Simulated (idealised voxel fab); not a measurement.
Presented below is a process module, voxel wiring stack.
170 nm wide, 5 nm square cells: that's cross-section cut.
Cross-section format: a grid of square cells, given as bands from top to bottom; each band is one or more rows of cells.
Band: top and bottom heights (nm) first, top before bottom; then materials from left to right, widths in nm. "full width" marks a sole material filling the band edge to edge. "empty" denotes empty space.
Height 0 is the level under which the wafer as received is all one material. The lowest band goes on downwards, as in "0 nm and below".
The notation "30..40" denotes a width that varies across the rows of cells in the band, beginning at the first number in the top row, finishing at the second number in the bottom row, and changing by an identical amount from each row to the next.
The designation "no alterations made", where it is given for a processing step, indicates that no cell of the cross-section was altered in the course of that step.
Enclosed voids (no open way to top), threshold 8 cells or more, entry "Encapsulated voids", notation width x height at distance, distance from left edge, nm.
On a step's line, text after the settings is the simulator commenting on that step.
"overlay nm" answers the question of how far to the right of plan the mask lay on a step that has a mask, and when it is negative the answer is to the left.

# Process steps - plan
1. RECEIVE [material Si]
2. CONFORMAL_DEP [material SiO2] [thk nm 15]
3. DIRECTIONAL_DEP [material TiN] [thk nm 5]
4. DIRECTIONAL_DEP [material W] [thk nm 15]
5. DIRECTIONAL_DEP [material aC] [thk nm 15]
6. PATTERN [tone cover] [mask id METAL_1] [material resist] [width nm 25] [pitch nm 40] [thk nm 35] [overlay nm 0]
7. DIRECTIONAL_ETCH [etch materials aC] [depth nm 15]
8. STRIP [etch materials resist]
9. DIRECTIONAL_ETCH [etch materials W] [depth nm 15]
10. DIRECTIONAL_ETCH [etch materials TiN] [depth nm 5]
11. STRIP [etch materials aC]
12. CONFORMAL_DEP [material SiN] [thk nm 5]
13. FILL_DEP [material SiO2] [thk nm 5]
14. CMP [height nm 35]
15. CONFORMAL_DEP [material SiCN] [thk nm 5]
16. DIRECTIONAL_DEP [material SiO2] [thk nm 25]
17. DIRECTIONAL_DEP [material aC] [thk nm 15]
18. PATTERN [tone open] [mask id METAL_2] [material resist] [width nm 25] [pitch nm 40] [thk nm 30] [overlay nm 0]
19. DIRECTIONAL_ETCH [etch materials aC] [depth nm 15]
20. STRIP [etch materials resist]
21. DIRECTIONAL_ETCH [etch materials SiO2] [depth nm 15]
22. STRIP [etch materials aC]
23. DIRECTIONAL_DEP [material aC] [thk nm 10]
24. PATTERN [tone open] [mask id METAL_2_HOLES] [material resist] [width nm 15] [pitch nm 80] [thk nm 30] [overlay nm 0]
25. DIRECTIONAL_ETCH [etch materials aC] [depth nm 10]
26. STRIP [etch materials resist]
27. DIRECTIONAL_ETCH [etch materials SiO2] [depth nm 10]
28. DIRECTIONAL_ETCH [etch materials SiCN] [depth nm 5]
29. STRIP [etch materials aC]
30. CONFORMAL_DEP [material TiN] [thk nm 5]
31. FILL_DEP [material Cu] [thk nm 5]
32. CMP [height nm 65]
33. CONFORMAL_DEP [material SiCN] [thk nm 5]
34. DIRECTIONAL_DEP [material lowk] [thk nm 25]
35. MASKED_ETCH [tone open] [mask id METAL_3] [width nm 25] [pitch nm 40] [etch materials lowk] [depth nm 15] [overlay nm 0]
36. MASKED_ETCH [tone open] [mask id METAL_3_HOLES] [width nm 15] [pitch nm 40] [etch materials lowk] [depth nm 10] [overlay nm 0]
37. MASKED_ETCH [tone open] [mask id METAL_3_HOLES] [width nm 15] [pitch nm 40] [etch materials SiCN] [depth nm 5] [overlay nm 0]
38. CONFORMAL_DEP [material TiN] [thk nm 5]
39. FILL_DEP [material Cu] [thk nm 10]
40. CMP [height nm 95]
41. CONFORMAL_DEP [material SiN] [thk nm 5]

# So this is the incoming wafer in cross-section - it's already been through step 1
> 0 nm and below = Si full width
> Encapsulated voids: none

# End state of the module in cross-section, given the above starting point and plan and one mistake in execution
> 100 nm to 95 nm = SiN full width
> 95 nm to 85 nm = 40..25 of Cu, then 5..20 of TiN, then 10 of lowk, then 5 of TiN, then 20..5 of Cu, then 5..20 of TiN, then 10 of lowk, then 5 of TiN, then 20..5 of Cu, then 5..20 of TiN, then 10 of lowk, then 5 of TiN, then 30 of Cu
> 85 nm to 80 nm = 30 of TiN, then 25 of lowk, then 15 of TiN, then 25 of lowk, then 15 of TiN, then 25 of lowk, then 35 of TiN
> 80 nm to 70 nm = lowk full width
> 70 nm to 65 nm = SiCN full width
> 65 nm to 55 nm = 30 of SiO2, then 5 of TiN, then 15 of Cu, then 5 of TiN, then 15 of SiO2, then 5 of TiN, then 15 of Cu, then 5 of TiN, then 15 of SiO2, then 5 of TiN, then 15 of Cu, then 5 of TiN, then 35 of SiO2
> 55 nm to 50 nm = 30 of SiO2, then 5 of TiN, then 5 of Cu, then 15 of TiN, then 15 of SiO2, then 25 of TiN, then 15 of SiO2, then 5 of TiN, then 5 of Cu, then 15 of TiN, then 35 of SiO2
> 50 nm to 40 nm = 30 of SiO2, then 5 of TiN, then 5 of Cu, then 5 of TiN, then 65 of SiO2, then 5 of TiN, then 5 of Cu, then 5 of TiN, then 45 of SiO2
> 40 nm to 35 nm = 30 of SiCN, then 15 of TiN, then 65 of SiCN, then 15 of TiN, then 45 of SiCN
> 35 nm to 20 nm = 25 of SiO2, then 5 of SiN, then 25 of W, then 5 of SiN, then 5 of SiO2, then 5 of SiN, then 25 of W, then 5 of SiN, then 5 of SiO2, then 5 of SiN, then 25 of W, then 5 of SiN, then 30 of SiO2
> 20 nm to 15 nm = 30 of SiN, then 25 of TiN, then 15 of SiN, then 25 of TiN, then 15 of SiN, then 25 of TiN, then 35 of SiN
> 15 nm to 0 nm = SiO2 full width
> 0 nm and below = Si full width
> Encapsulated voids: none
Against the plan, the run slipped here: contrary to plan, step 35 was performed as MASKED_ETCH [tone cover] [mask id METAL_3] [width nm 25] [pitch nm 40] [etch materials lowk] [depth nm 15] [overlay nm 0]
